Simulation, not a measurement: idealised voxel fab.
process module | voxel self aligned contacts
cross-section cut | 260 nm wide | cells 5 nm
A cross-section is a grid of square cells, given in bands from the top down. A band is one or more rows of cells.
Each band's line starts with the height of the band's top and of its bottom, in nm. Then come its materials from left to right, each with its width in nm. One material with "throughout" fills the band from edge to edge. "air" is empty space.
Height 0 is the level under which the wafer as received is all one material. The lowest band goes on downwards, as in "0 down".
A width such as "30 to 40" changes by the same amount from each row of cells to the next, from the band's top row to its bottom row.
"no change" after a step means that no cell of the cross-section changed.
closed voids: empty space of 8 cells or more with no open way to the top, each as width x height at its distance from the left edge, in nm
after a step's settings: what the simulator itself notes on the step
overlay nm, on a step with a mask: how far to the right of its planned place the mask lay; to the left if negative
plan
1 op RECEIVE | material Si
2 op OXIDIZE | depth nm 5
3 op DIRECTIONAL_DEP | material polySi | thk nm 30
4 op DIRECTIONAL_DEP | material SiN | thk nm 15
5 op MASKED_ETCH | tone cover | mask id GATE | width nm 35 | pitch nm 70 | etch materials SiN | depth nm 15 | overlay nm 0
6 op MASKED_ETCH | tone cover | mask id GATE | width nm 35 | pitch nm 70 | etch materials polySi | depth nm 30 | overlay nm 0
7 op CONFORMAL_DEP | material SiN | thk nm 5
8 op DIRECTIONAL_ETCH | etch materials SiN | depth nm 5
9 op FILL_DEP | material SiO2 | thk nm 15
10 op CMP | height nm 50
11 op PATTERN | tone open | mask id CONTACT | material resist | width nm 45 | pitch nm 70 | thk nm 15 | overlay nm 0
12 op DIRECTIONAL_ETCH | etch materials SiO2 | depth nm 55
13 op STRIP | etch materials resist
14 op CONFORMAL_DEP | material TiN | thk nm 5
15 op FILL_DEP | material Ru | thk nm 10
16 op CMP | height nm 50
17 op CONFORMAL_DEP | material SiCN | thk nm 5
as received, after step 1
  0 down: Si throughout
  closed voids: none
a wafer at the end: this start, this plan, one mistake
  55 to 50: SiCN throughout
  50 to 45: SiO2 70 | TiN 15 | Ru 15 | TiN 15 | SiO2 25 | TiN 15 | Ru 15 | TiN 15 | SiO2 75
  45 to 35: SiO2 35 | SiN 45 | TiN 5 | Ru 15 | TiN 5 | SiN 45 | TiN 5 | Ru 15 | TiN 5 | SiN 45 | SiO2 40
  35 to 30: SiO2 35 | SiN 45 | TiN 25 | SiN 45 | TiN 25 | SiN 45 | SiO2 40
  30 to 0: SiN throughout
  0 to -5: SiO2 throughout
  -5 down: Si throughout
  closed voids: none
what went wrong: step 3 ran as: op DIRECTIONAL_DEP | material SiN | thk nm 30
